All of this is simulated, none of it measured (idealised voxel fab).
Process module heading - voxel self aligned vias
It is cross-section cut that appears here, measuring 215 nm in width, its square cells being 5 nm in size.
When this document writes out a cross-section, it uses a grid of square cells and lists it as bands, beginning at the top and moving down, with a band standing for one or more rows of cells.
In this notation a band is specified by the heights of its top and bottom, in that order and in nm, after which its materials appear from left to right, each paired with its width in nm. The word "edge to edge" attached to a single material means that material fills the band from edge to edge; the word "empty" stands for empty space.
Height is counted from the level 0, under which the received wafer is composed throughout of one material. The lowest of the bands is not closed at the bottom but continues downward, in the notation "top 0, no bottom".
A width given as "30->40" starts at the first number in the band's top row and ends at the second number in its bottom row, shifting by an equal amount at every step from row to row.
When a step is marked "changes: none", none of the cells in the cross-section changed during that step.
So "Enclosed voids" is basically the list of trapped voids: any empty space of 8 cells or more that can't reach the top through an opening. They're written width x height at distance, the distance being from the left edge, and it's all nm.
It should be noted that, on the line of a given step, the content following the step's settings is a remark produced by the simulator itself with respect to that step.
overlay nm: mask right of planned place by this much (step with mask). Neg. = left.
Everything after this point is organized in pairs: a cross-section before one process step, a cross-section after it that shows only as deep as the lowest changed band, and, under the pair, the intervening step with its settings. Because different runs of this module on the same starting wafer can supply different pairs, a pair continues from the pair above it only if its entry headed "Incoming profile" says so.

Incoming profile
    top 65, bottom 60: TiN: 40; empty: 25; TiN: 85; empty: 25; TiN: 40
    top 60, bottom 45: lowk: 35; TiN: 5; empty: 25; TiN: 5; lowk: 75; TiN: 5; empty: 25; TiN: 5; lowk: 35
    top 45, bottom 40: lowk: 35; TiN: 15; empty: 5; TiN: 15; lowk: 75; TiN: 15; empty: 5; TiN: 15; lowk: 35
    top 40, bottom 35: lowk: 45; TiN: 15; lowk: 40; SiN: 15; lowk: 40; TiN: 15; lowk: 45
    top 35, bottom 20: lowk: 45; TiN: 5; W: 5; TiN: 5; lowk: 40; TiN: 5; W: 5; TiN: 5; lowk: 40; TiN: 5; W: 5; TiN: 5; lowk: 45
    top 20, bottom 15: lowk: 45; TiN: 15; lowk: 40; TiN: 15; lowk: 40; TiN: 15; lowk: 45
    top 15, bottom 10: SiCN edge to edge
    top 10, bottom 0: SiO2 edge to edge
    top 0, no bottom: Si edge to edge
    Enclosed voids: none

Post-Step Section View
    top 75, bottom 65: W edge to edge
    top 65, bottom 60: TiN: 40; W: 25; TiN: 85; W: 25; TiN: 40
    top 60, bottom 45: lowk: 35; TiN: 5; W: 25; TiN: 5; lowk: 75; TiN: 5; W: 25; TiN: 5; lowk: 35
    top 45, bottom 40: lowk: 35; TiN: 15; W: 5; TiN: 15; lowk: 75; TiN: 15; W: 5; TiN: 15; lowk: 35
    At heights below 40, the structure remains unaltered.
    Enclosed voids: none
Q: step between the cross-sections above? A: FILL_DEP, material W, thk nm 10

Incoming profile: same picture as after in the pair right above, so we don't repeat it.

Post-Step Section View
    top 60, bottom 45: lowk: 35; TiN: 5; W: 25; TiN: 5; lowk: 75; TiN: 5; W: 25; TiN: 5; lowk: 35
    At heights below 45, the structure remains unaltered.
    Enclosed voids: none
Q: step between the cross-sections above? A: CMP, height nm 60

Incoming profile: same picture as after in the pair right above, so we don't repeat it.

Post-Step Section View
    top 65, bottom 60: SiN edge to edge
    At heights below 60, the structure remains unaltered.
    Enclosed voids: none
Q: step between the cross-sections above? A: CONFORMAL_DEP, material SiN, thk nm 5

Incoming profile
    top 40, bottom 15: lowk edge to edge
    top 15, bottom 10: SiCN edge to edge
    top 10, bottom 0: SiO2 edge to edge
    top 0, no bottom: Si edge to edge
    Enclosed voids: none

Post-Step Section View
    top 60, bottom 40: resist: 35; empty: 25; resist: 30; empty: 25; resist: 30; empty: 25; resist: 45
    At heights below 40, the structure remains unaltered.
    Enclosed voids: none
Q: step between the cross-sections above? A: PATTERN, tone open, mask id LINES, material resist, width nm 25, pitch nm 55, thk nm 20, overlay nm -5

Incoming profile: same picture as after in the pair right above, so we don't repeat it.

Post-Step Section View
    top 60, bottom 40: resist: 35; empty: 25; resist: 30; empty: 25; resist: 30; empty: 25; resist: 45
    top 40, bottom 15: lowk: 35; empty: 25; lowk: 30; empty: 25; lowk: 30; empty: 25; lowk: 45
    At heights below 15, the structure remains unaltered.
    Enclosed voids: none
Q: step between the cross-sections above? A: DIRECTIONAL_ETCH, etch materials lowk, depth nm 25

Incoming profile: same picture as after in the pair right above, so we don't repeat it.

Post-Step Section View
    top 40, bottom 15: lowk: 35; empty: 25; lowk: 30; empty: 25; lowk: 30; empty: 25; lowk: 45
    At heights below 15, the structure remains unaltered.
    Enclosed voids: none
Q: step between the cross-sections above? A: STRIP, etch materials resist

Incoming profile: same picture as after in the pair right above, so we don't repeat it.

Post-Step Section View
    top 45, bottom 40: TiN: 40; empty: 15; TiN: 40; empty: 15; TiN: 40; empty: 15; TiN: 50
    top 40, bottom 20: lowk: 35; TiN: 5; empty: 15; TiN: 5; lowk: 30; TiN: 5; empty: 15; TiN: 5; lowk: 30; TiN: 5; empty: 15; TiN: 5; lowk: 45
    top 20, bottom 15: lowk: 35; TiN: 25; lowk: 30; TiN: 25; lowk: 30; TiN: 25; lowk: 45
    At heights below 15, the structure remains unaltered.
    Enclosed voids: none
Q: step between the cross-sections above? A: CONFORMAL_DEP, material TiN, thk nm 5

Incoming profile: same picture as after in the pair right above, so we don't repeat it.

Post-Step Section View
    top 55, bottom 45: W edge to edge
    top 45, bottom 40: TiN: 40; W: 15; TiN: 40; W: 15; TiN: 40; W: 15; TiN: 50
    top 40, bottom 20: lowk: 35; TiN: 5; W: 15; TiN: 5; lowk: 30; TiN: 5; W: 15; TiN: 5; lowk: 30; TiN: 5; W: 15; TiN: 5; lowk: 45
    At heights below 20, the structure remains unaltered.
    Enclosed voids: none
Q: step between the cross-sections above? A: FILL_DEP, material W, thk nm 10

Incoming profile: same picture as after in the pair right above, so we don't repeat it.

Post-Step Section View
    top 40, bottom 20: lowk: 35; TiN: 5; W: 15; TiN: 5; lowk: 30; TiN: 5; W: 15; TiN: 5; lowk: 30; TiN: 5; W: 15; TiN: 5; lowk: 45
    At heights below 20, the structure remains unaltered.
    Enclosed voids: none
Q: step between the cross-sections above? A: CMP, height nm 40

Incoming profile: same picture as after in the pair right above, so we don't repeat it.

Post-Step Section View
    top 40, bottom 35: lowk: 35; empty: 25; lowk: 30; empty: 25; lowk: 30; empty: 25; lowk: 45
    At heights below 35, the structure remains unaltered.
    Enclosed voids: none
Q: step between the cross-sections above? A: SELECTIVE_ETCH, etch materials W Ru TiN, depth nm 5

Incoming profile: same picture as after in the pair right above, so we don't repeat it.

Post-Step Section View
    top 45, bottom 40: SiN edge to edge
    top 40, bottom 35: lowk: 35; SiN: 25; lowk: 30; SiN: 25; lowk: 30; SiN: 25; lowk: 45
    At heights below 35, the structure remains unaltered.
    Enclosed voids: none
Q: step between the cross-sections above? A: FILL_DEP, material SiN, thk nm 5

Incoming profile: same picture as after in the pair right above, so we don't repeat it.

Post-Step Section View
    top 40, bottom 35: lowk: 35; SiN: 25; lowk: 30; SiN: 25; lowk: 30; SiN: 25; lowk: 45
    At heights below 35, the structure remains unaltered.
    Enclosed voids: none
Q: step between the cross-sections above? A: CMP, height nm 40

Incoming profile: same picture as after in the pair right above, so we don't repeat it.

Post-Step Section View
    top 60, bottom 40: lowk edge to edge
    At heights below 40, the structure remains unaltered.
    Enclosed voids: none
Q: step between the cross-sections above? A: DIRECTIONAL_DEP, material lowk, thk nm 20

Incoming profile: same picture as after in the pair right above, so we don't repeat it.

Post-Step Section View
    top 60, bottom 40: lowk: 35; empty: 35; lowk: 75; empty: 35; lowk: 35
    At heights below 40, the structure remains unaltered.
    Enclosed voids: none
Q: step between the cross-sections above? A: MASKED_ETCH, tone open, mask id VIAS, width nm 35, pitch nm 110, etch materials lowk, depth nm 20, overlay nm 0

Incoming profile: same picture as after in the pair right above, so we don't repeat it.

Post-Step Section View
    top 60, bottom 40: lowk: 35; empty: 35; lowk: 75; empty: 35; lowk: 35
    top 40, bottom 35: lowk: 35; empty: 25; lowk: 30; SiN: 25; lowk: 30; empty: 25; lowk: 45
    At heights below 35, the structure remains unaltered.
    Enclosed voids: none
Q: step between the cross-sections above? A: MASKED_ETCH, tone open, mask id VIAS, width nm 35, pitch nm 110, etch materials SiN, depth nm 5, overlay nm 0

Incoming profile: same picture as after in the pair right above, so we don't repeat it.

Post-Step Section View
    top 65, bottom 60: TiN: 40; empty: 25; TiN: 85; empty: 25; TiN: 40
    top 60, bottom 45: lowk: 35; TiN: 5; empty: 25; TiN: 5; lowk: 75; TiN: 5; empty: 25; TiN: 5; lowk: 35
    top 45, bottom 40: lowk: 35; TiN: 5; empty: 15; TiN: 15; lowk: 75; TiN: 5; empty: 15; TiN: 15; lowk: 35
    top 40, bottom 35: lowk: 35; TiN: 25; lowk: 30; SiN: 25; lowk: 30; TiN: 25; lowk: 45
    At heights below 35, the structure remains unaltered.
    Enclosed voids: none
Q: step between the cross-sections above? A: CONFORMAL_DEP, material TiN, thk nm 5

Incoming profile: same picture as after in the pair right above, so we don't repeat it.

Post-Step Section View
    top 75, bottom 65: W edge to edge
    top 65, bottom 60: TiN: 40; W: 25; TiN: 85; W: 25; TiN: 40
    top 60, bottom 45: lowk: 35; TiN: 5; W: 25; TiN: 5; lowk: 75; TiN: 5; W: 25; TiN: 5; lowk: 35
    top 45, bottom 40: lowk: 35; TiN: 5; W: 15; TiN: 15; lowk: 75; TiN: 5; W: 15; TiN: 15; lowk: 35
    At heights below 40, the structure remains unaltered.
    Enclosed voids: none
Q: step between the cross-sections above? A: FILL_DEP, material W, thk nm 10

Incoming profile: same picture as after in the pair right above, so we don't repeat it.

Post-Step Section View
    top 60, bottom 45: lowk: 35; TiN: 5; W: 25; TiN: 5; lowk: 75; TiN: 5; W: 25; TiN: 5; lowk: 35
    At heights below 45, the structure remains unaltered.
    Enclosed voids: none
Q: step between the cross-sections above? A: CMP, height nm 60

Incoming profile: same picture as after in the pair right above, so we don't repeat it.

Post-Step Section View
    top 65, bottom 60: SiN edge to edge
    At heights below 60, the structure remains unaltered.
    Enclosed voids: none
Q: step between the cross-sections above? A: CONFORMAL_DEP, material SiN, thk nm 5

Incoming profile
    top 15, bottom 10: SiCN edge to edge
    top 10, bottom 0: SiO2 edge to edge
    top 0, no bottom: Si edge to edge
    Enclosed voids: none

Post-Step Section View
    top 40, bottom 15: Ru edge to edge
    At heights below 15, the structure remains unaltered.
    Enclosed voids: none
Q: step between the cross-sections above? A: DIRECTIONAL_DEP, material Ru, thk nm 25

Incoming profile: same picture as after in the pair right above, so we don't repeat it.

Post-Step Section View
    top 60, bottom 40: resist: 40; empty: 25; resist: 30; empty: 25; resist: 30; empty: 25; resist: 40
    At heights below 40, the structure remains unaltered.
    Enclosed voids: none
Q: step between the cross-sections above? A: PATTERN, tone open, mask id LINES, material resist, width nm 25, pitch nm 55, thk nm 20, overlay nm 0

Incoming profile: same picture as after in the pair right above, so we don't repeat it.

Post-Step Section View
    top 40, bottom 15: Ru edge to edge
    At heights below 15, the structure remains unaltered.
    Enclosed voids: none
Q: step between the cross-sections above? A: STRIP, etch materials resist

Incoming profile: same picture as after in the pair right above, so we don't repeat it.

Post-Step Section View
    top 45, bottom 40: TiN edge to edge
    At heights below 40, the structure remains unaltered.
    Enclosed voids: none
Q: step between the cross-sections above? A: CONFORMAL_DEP, material TiN, thk nm 5

Incoming profile: same picture as after in the pair right above, so we don't repeat it.

Post-Step Section View
    top 55, bottom 45: W edge to edge
    At heights below 45, the structure remains unaltered.
    Enclosed voids: none
Q: step between the cross-sections above? A: FILL_DEP, material W, thk nm 10

Incoming profile: same picture as after in the pair right above, so we don't repeat it.

Post-Step Section View
    top 40, bottom 15: Ru edge to edge
    At heights below 15, the structure remains unaltered.
    Enclosed voids: none
Q: step between the cross-sections above? A: CMP, height nm 40

Incoming profile: same picture as after in the pair right above, so we don't repeat it.

Post-Step Section View
    top 35, bottom 15: Ru edge to edge
    At heights below 15, the structure remains unaltered.
    Enclosed voids: none
Q: step between the cross-sections above? A: SELECTIVE_ETCH, etch materials W Ru TiN, depth nm 5

Incoming profile: same picture as after in the pair right above, so we don't repeat it.

Post-Step Section View
    top 40, bottom 35: SiN edge to edge
    At heights below 35, the structure remains unaltered.
    Enclosed voids: none
Q: step between the cross-sections above? A: FILL_DEP, material SiN, thk nm 5

Incoming profile: same picture as after in the pair right above, so we don't repeat it.

Post-Step Section View
    top 60, bottom 40: lowk edge to edge
    At heights below 40, the structure remains unaltered.
    Enclosed voids: none
Q: step between the cross-sections above? A: DIRECTIONAL_DEP, material lowk, thk nm 20

Incoming profile: same picture as after in the pair right above, so we don't repeat it.

Post-Step Section View
    top 60, bottom 40: lowk: 35; empty: 35; lowk: 75; empty: 35; lowk: 35
    At heights below 40, the structure remains unaltered.
    Enclosed voids: none
Q: step between the cross-sections above? A: MASKED_ETCH, tone open, mask id VIAS, width nm 35, pitch nm 110, etch materials lowk, depth nm 20, overlay nm 0

Incoming profile: same picture as after in the pair right above, so we don't repeat it.

Post-Step Section View
    top 60, bottom 40: lowk: 35; empty: 35; lowk: 75; empty: 35; lowk: 35
    top 40, bottom 35: SiN: 35; empty: 35; SiN: 75; empty: 35; SiN: 35
    At heights below 35, the structure remains unaltered.
    Enclosed voids: none
Q: step between the cross-sections above? A: MASKED_ETCH, tone open, mask id VIAS, width nm 35, pitch nm 110, etch materials SiN, depth nm 5, overlay nm 0

Incoming profile: same picture as after in the pair right above, so we don't repeat it.

Post-Step Section View
    top 65, bottom 60: TiN: 40; empty: 25; TiN: 85; empty: 25; TiN: 40
    top 60, bottom 40: lowk: 35; TiN: 5; empty: 25; TiN: 5; lowk: 75; TiN: 5; empty: 25; TiN: 5; lowk: 35
    top 40, bottom 35: SiN: 35; TiN: 35; SiN: 75; TiN: 35; SiN: 35
    At heights below 35, the structure remains unaltered.
    Enclosed voids: none
Q: step between the cross-sections above? A: CONFORMAL_DEP, material TiN, thk nm 5

Incoming profile: same picture as after in the pair right above, so we don't repeat it.

Post-Step Section View
    top 75, bottom 65: W edge to edge
    top 65, bottom 60: TiN: 40; W: 25; TiN: 85; W: 25; TiN: 40
    top 60, bottom 40: lowk: 35; TiN: 5; W: 25; TiN: 5; lowk: 75; TiN: 5; W: 25; TiN: 5; lowk: 35
    At heights below 40, the structure remains unaltered.
    Enclosed voids: none
Q: step between the cross-sections above? A: FILL_DEP, material W, thk nm 10

Incoming profile: same picture as after in the pair right above, so we don't repeat it.

Post-Step Section View
    top 60, bottom 40: lowk: 35; TiN: 5; W: 25; TiN: 5; lowk: 75; TiN: 5; W: 25; TiN: 5; lowk: 35
    At heights below 40, the structure remains unaltered.
    Enclosed voids: none
Q: step between the cross-sections above? A: CMP, height nm 60

Incoming profile: same picture as after in the pair right above, so we don't repeat it.

Post-Step Section View
    top 65, bottom 60: SiN edge to edge
    At heights below 60, the structure remains unaltered.
    Enclosed voids: none
Q: step between the cross-sections above? A: CONFORMAL_DEP, material SiN, thk nm 5

Incoming profile
    top 40, bottom 15: lowk edge to edge
    top 15, bottom 10: SiCN edge to edge
    top 10, bottom 0: SiO2 edge to edge
    top 0, no bottom: Si edge to edge
    Enclosed voids: none

Post-Step Section View
    top 60, bottom 40: empty: 40; resist: 25; empty: 30; resist: 25; empty: 30; resist: 25; empty: 40
    At heights below 40, the structure remains unaltered.
    Enclosed voids: none
Q: step between the cross-sections above? A: PATTERN, tone cover, mask id LINES, material resist, width nm 25, pitch nm 55, thk nm 20, overlay nm 0

Incoming profile: same picture as after in the pair right above, so we don't repeat it.

Post-Step Section View
    top 60, bottom 40: empty: 40; resist: 25; empty: 30; resist: 25; empty: 30; resist: 25; empty: 40
    top 40, bottom 15: empty: 40; lowk: 25; empty: 30; lowk: 25; empty: 30; lowk: 25; empty: 40
    At heights below 15, the structure remains unaltered.
    Enclosed voids: none
Q: step between the cross-sections above? A: DIRECTIONAL_ETCH, etch materials lowk, depth nm 25

Incoming profile: same picture as after in the pair right above, so we don't repeat it.

Post-Step Section View
    top 40, bottom 15: empty: 40; lowk: 25; empty: 30; lowk: 25; empty: 30; lowk: 25; empty: 40
    At heights below 15, the structure remains unaltered.
    Enclosed voids: none
Q: step between the cross-sections above? A: STRIP, etch materials resist

Incoming profile: same picture as after in the pair right above, so we don't repeat it.

Post-Step Section View
    top 45, bottom 40: empty: 35; TiN: 35; empty: 20; TiN: 35; empty: 20; TiN: 35; empty: 35
    top 40, bottom 20: empty: 35; TiN: 5; lowk: 25; TiN: 5; empty: 20; TiN: 5; lowk: 25; TiN: 5; empty: 20; TiN: 5; lowk: 25; TiN: 5; empty: 35
    top 20, bottom 15: TiN: 40; lowk: 25; TiN: 30; lowk: 25; TiN: 30; lowk: 25; TiN: 40
    At heights below 15, the structure remains unaltered.
    Enclosed voids: none
Q: step between the cross-sections above? A: CONFORMAL_DEP, material TiN, thk nm 5

Incoming profile: same picture as after in the pair right above, so we don't repeat it.

Post-Step Section View
    top 55, bottom 45: W edge to edge
    top 45, bottom 40: W: 35; TiN: 35; W: 20; TiN: 35; W: 20; TiN: 35; W: 35
    top 40, bottom 20: W: 35; TiN: 5; lowk: 25; TiN: 5; W: 20; TiN: 5; lowk: 25; TiN: 5; W: 20; TiN: 5; lowk: 25; TiN: 5; W: 35
    At heights below 20, the structure remains unaltered.
    Enclosed voids: none
Q: step between the cross-sections above? A: FILL_DEP, material W, thk nm 10

Incoming profile: same picture as after in the pair right above, so we don't repeat it.

Post-Step Section View
    top 40, bottom 20: W: 35; TiN: 5; lowk: 25; TiN: 5; W: 20; TiN: 5; lowk: 25; TiN: 5; W: 20; TiN: 5; lowk: 25; TiN: 5; W: 35
    At heights below 20, the structure remains unaltered.
    Enclosed voids: none
Q: step between the cross-sections above? A: CMP, height nm 40

Incoming profile: same picture as after in the pair right above, so we don't repeat it.

Post-Step Section View
    top 40, bottom 35: empty: 40; lowk: 25; empty: 30; lowk: 25; empty: 30; lowk: 25; empty: 40
    At heights below 35, the structure remains unaltered.
    Enclosed voids: none
Q: step between the cross-sections above? A: SELECTIVE_ETCH, etch materials W Ru TiN, depth nm 5

Incoming profile: same picture as after in the pair right above, so we don't repeat it.

Post-Step Section View
    top 45, bottom 40: SiN edge to edge
    top 40, bottom 35: SiN: 40; lowk: 25; SiN: 30; lowk: 25; SiN: 30; lowk: 25; SiN: 40
    At heights below 35, the structure remains unaltered.
    Enclosed voids: none
Q: step between the cross-sections above? A: FILL_DEP, material SiN, thk nm 5

Incoming profile: same picture as after in the pair right above, so we don't repeat it.

Post-Step Section View
    top 40, bottom 35: SiN: 40; lowk: 25; SiN: 30; lowk: 25; SiN: 30; lowk: 25; SiN: 40
    At heights below 35, the structure remains unaltered.
    Enclosed voids: none
Q: step between the cross-sections above? A: CMP, height nm 40

Incoming profile: same picture as after in the pair right above, so we don't repeat it.

Post-Step Section View
    top 60, bottom 40: lowk edge to edge
    At heights below 40, the structure remains unaltered.
    Enclosed voids: none
Q: step between the cross-sections above? A: DIRECTIONAL_DEP, material lowk, thk nm 20

Incoming profile: same picture as after in the pair right above, so we don't repeat it.

Post-Step Section View
    top 60, bottom 40: lowk: 35; empty: 35; lowk: 75; empty: 35; lowk: 35
    At heights below 40, the structure remains unaltered.
    Enclosed voids: none
Q: step between the cross-sections above? A: MASKED_ETCH, tone open, mask id VIAS, width nm 35, pitch nm 110, etch materials lowk, depth nm 20, overlay nm 0

Incoming profile: same picture as after in the pair right above, so we don't repeat it.

Post-Step Section View
    top 60, bottom 40: lowk: 35; empty: 35; lowk: 75; empty: 35; lowk: 35
    top 40, bottom 35: SiN: 35; empty: 5; lowk: 25; empty: 5; SiN: 25; lowk: 25; SiN: 25; empty: 5; lowk: 25; empty: 5; SiN: 35
    At heights below 35, the structure remains unaltered.
    Enclosed voids: none
Q: step between the cross-sections above? A: MASKED_ETCH, tone open, mask id VIAS, width nm 35, pitch nm 110, etch materials SiN, depth nm 5, overlay nm 0

Incoming profile: same picture as after in the pair right above, so we don't repeat it.

Post-Step Section View
    top 65, bottom 60: TiN: 40; empty: 25; TiN: 85; empty: 25; TiN: 40
    top 60, bottom 45: lowk: 35; TiN: 5; empty: 25; TiN: 5; lowk: 75; TiN: 5; empty: 25; TiN: 5; lowk: 35
    top 45, bottom 40: lowk: 35; TiN: 35; lowk: 75; TiN: 35; lowk: 35
    top 40, bottom 35: SiN: 35; TiN: 5; lowk: 25; TiN: 5; SiN: 25; lowk: 25; SiN: 25; TiN: 5; lowk: 25; TiN: 5; SiN: 35
    At heights below 35, the structure remains unaltered.
    Enclosed voids: none
Q: step between the cross-sections above? A: CONFORMAL_DEP, material TiN, thk nm 5

Incoming profile: same picture as after in the pair right above, so we don't repeat it.

Post-Step Section View
    top 75, bottom 65: W edge to edge
    top 65, bottom 60: TiN: 40; W: 25; TiN: 85; W: 25; TiN: 40
    top 60, bottom 45: lowk: 35; TiN: 5; W: 25; TiN: 5; lowk: 75; TiN: 5; W: 25; TiN: 5; lowk: 35
    At heights below 45, the structure remains unaltered.
    Enclosed voids: none
Q: step between the cross-sections above? A: FILL_DEP, material W, thk nm 10

Incoming profile: same picture as after in the pair right above, so we don't repeat it.

Post-Step Section View
    top 60, bottom 45: lowk: 35; TiN: 5; W: 25; TiN: 5; lowk: 75; TiN: 5; W: 25; TiN: 5; lowk: 35
    At heights below 45, the structure remains unaltered.
    Enclosed voids: none
Q: step between the cross-sections above? A: CMP, height nm 60

Incoming profile: same picture as after in the pair right above, so we don't repeat it.

Post-Step Section View
    top 65, bottom 60: SiN edge to edge
    At heights below 60, the structure remains unaltered.
    Enclosed voids: none
Q: step between the cross-sections above? A: CONFORMAL_DEP, material SiN, thk nm 5
